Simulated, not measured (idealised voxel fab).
Title: Process Module voxel capacitor over wiring
The cross-section on display is named cut; it measures 175 nm wide, and its cells are 5 nm squares.
Cross-section, as written here: a square-cell grid given band by band from the top down, where a band holds one or more rows of cells. Band: top and bottom heights (nm) first, top before bottom; then materials from left to right, widths in nm. "full width" marks a sole material filling the band edge to edge. "empty" denotes empty space. Measure heights from 0. That's the level where, below it, the as-received wafer is all one material. The lowest band is bottomless and extends downward; write it as in "z 0 and below". Quick explanation for "30 to 40": the width changes in equal steps down the rows of cells, from the first number in the band's top row to the second number in its bottom row. Reading "no modification" for a step: not a cell of the cross-section changed in it. This entry, "Entrapped void list", enumerates those empty regions of no fewer than 8 cells that possess no open connection to the top. Each region is reported in the form width x height at distance, the distance being taken from the left edge, with all three quantities expressed in nm. Formally, on a step line, whatever follows the settings is a remark that the simulator itself makes on the step. What "overlay nm" on a step's line means: if the step has a mask, that mask lay this far to the right of its planned place, or, when the value is negative, to the left.
-- Process steps (planned)
| 1 | RECEIVE | material Si |
| 2 | CONFORMAL_DEP | material SiO2 | thk nm 15 |
| 3 | DIRECTIONAL_DEP | material TiN | thk nm 5 |
| 4 | DIRECTIONAL_DEP | material Ru | thk nm 20 |
| 5 | DIRECTIONAL_DEP | material aC | thk nm 15 |
| 6 | PATTERN | tone cover | mask id METAL_1 | material resist | width nm 30 | pitch nm 80 | thk nm 35 | overlay nm 0 |
| 7 | DIRECTIONAL_ETCH | etch materials aC | depth nm 15 |
| 8 | STRIP | etch materials resist |
| 9 | DIRECTIONAL_ETCH | etch materials Ru | depth nm 20 |
| 10 | DIRECTIONAL_ETCH | etch materials TiN | depth nm 5 |
| 11 | STRIP | etch materials aC |
| 12 | FILL_DEP | material lowk | thk nm 5 |
| 13 | CMP | height nm 40 |
| 14 | CONFORMAL_DEP | material SiCN | thk nm 5 |
| 15 | DIRECTIONAL_DEP | material lowk | thk nm 20 |
| 16 | DIRECTIONAL_DEP | material aC | thk nm 10 |
| 17 | PATTERN | tone open | mask id PLUG_1 | material resist | width nm 15 | thk nm 25 | overlay nm 0 |
| 18 | DIRECTIONAL_ETCH | etch materials aC | depth nm 10 |
| 19 | STRIP | etch materials resist |
| 20 | DIRECTIONAL_ETCH | etch materials lowk | depth nm 20 |
| 21 | DIRECTIONAL_ETCH | etch materials SiCN | depth nm 5 |
| 22 | STRIP | etch materials aC |
| 23 | CONFORMAL_DEP | material TiN | thk nm 5 |
| 24 | FILL_DEP | material Ru | thk nm 5 |
| 25 | CMP | height nm 65 |
| 26 | DIRECTIONAL_DEP | material TiN | thk nm 10 |
| 27 | DIRECTIONAL_DEP | material SiN | thk nm 5 |
| 28 | DIRECTIONAL_DEP | material TiN | thk nm 10 |
| 29 | DIRECTIONAL_DEP | material aC | thk nm 15 |
| 30 | PATTERN | tone cover | mask id UPPER_PLATE | material resist | width nm 55 | thk nm 30 | overlay nm 0 |
| 31 | DIRECTIONAL_ETCH | etch materials aC | depth nm 15 |
| 32 | STRIP | etch materials resist |
| 33 | DIRECTIONAL_ETCH | etch materials TiN | depth nm 10 |
| 34 | DIRECTIONAL_ETCH | etch materials SiN | depth nm 5 |
| 35 | STRIP | etch materials aC |
| 36 | DIRECTIONAL_DEP | material aC | thk nm 10 |
| 37 | PATTERN | tone cover | mask id LOWER_PLATE | material resist | width nm 65 | thk nm 30 | overlay nm 0 |
| 38 | DIRECTIONAL_ETCH | etch materials aC | depth nm 10 |
| 39 | STRIP | etch materials resist |
| 40 | DIRECTIONAL_ETCH | etch materials TiN | depth nm 10 |
| 41 | STRIP | etch materials aC |
| 42 | FILL_DEP | material SiO2 | thk nm 20 |
| 43 | CMP | height nm 105 |
| 44 | MASKED_ETCH | tone open | mask id PLUG_2 | width nm 15 | etch materials SiO2 | depth nm 15 | overlay nm 0 |
| 45 | CONFORMAL_DEP | material TiN | thk nm 5 |
| 46 | FILL_DEP | material Ru | thk nm 5 |
| 47 | CMP | height nm 105 |
| 48 | CONFORMAL_DEP | material SiCN | thk nm 5 |
-- Wafer as received: cross-section following step 1
> z 0 and below  Si full width
> Entrapped void list: none
-- End-of-module cross-section of the first of two wafers, processed as planned
> z 110 to 105  SiCN full width
> z 105 to 95  SiO2 55 / TiN 5 / Ru 5 / TiN 5 / SiO2 105
> z 95 to 90  SiO2 55 / TiN 15 / SiO2 105
> z 90 to 80  SiO2 45 / TiN 55 / SiO2 75
> z 80 to 75  SiO2 45 / SiN 55 / SiO2 75
> z 75 to 65  SiO2 40 / TiN 65 / SiO2 70
> z 65 to 45  lowk 45 / TiN 5 / Ru 5 / TiN 5 / lowk 115
> z 45 to 40  SiCN 45 / TiN 15 / SiCN 115
> z 40 to 20  lowk 30 / Ru 30 / lowk 50 / Ru 30 / lowk 35
> z 20 to 15  lowk 30 / TiN 30 / lowk 50 / TiN 30 / lowk 35
> z 15 to 0  SiO2 full width
> z 0 and below  Si full width
> Entrapped void list: none
-- Second wafer cross-section at end of module - shared start and plan with the first, one mistake in the run
> z 110 to 105  SiCN full width
> z 105 to 95  SiO2 55 / TiN 5 / Ru 5 / TiN 5 / SiO2 105
> z 95 to 90  SiO2 55 / TiN 15 / SiO2 105
> z 90 to 85  SiO2 full width
> z 85 to 75  SiO2 45 / TiN 55 / SiO2 75
> z 75 to 65  SiO2 40 / TiN 65 / SiO2 70
> z 65 to 45  lowk 45 / TiN 5 / Ru 5 / TiN 5 / lowk 115
> z 45 to 40  SiCN 45 / TiN 15 / SiCN 115
> z 40 to 20  lowk 30 / Ru 30 / lowk 50 / Ru 30 / lowk 35
> z 20 to 15  lowk 30 / TiN 30 / lowk 50 / TiN 30 / lowk 35
> z 15 to 0  SiO2 full width
> z 0 and below  Si full width
> Entrapped void list: none
what went wrong: step 27 was dropped from the plan's execution and never run
Looking at both finished wafers in cells, the second ends up ahead of or behind the first on some materials: 11 fewer of SiN | 11 more of SiO2
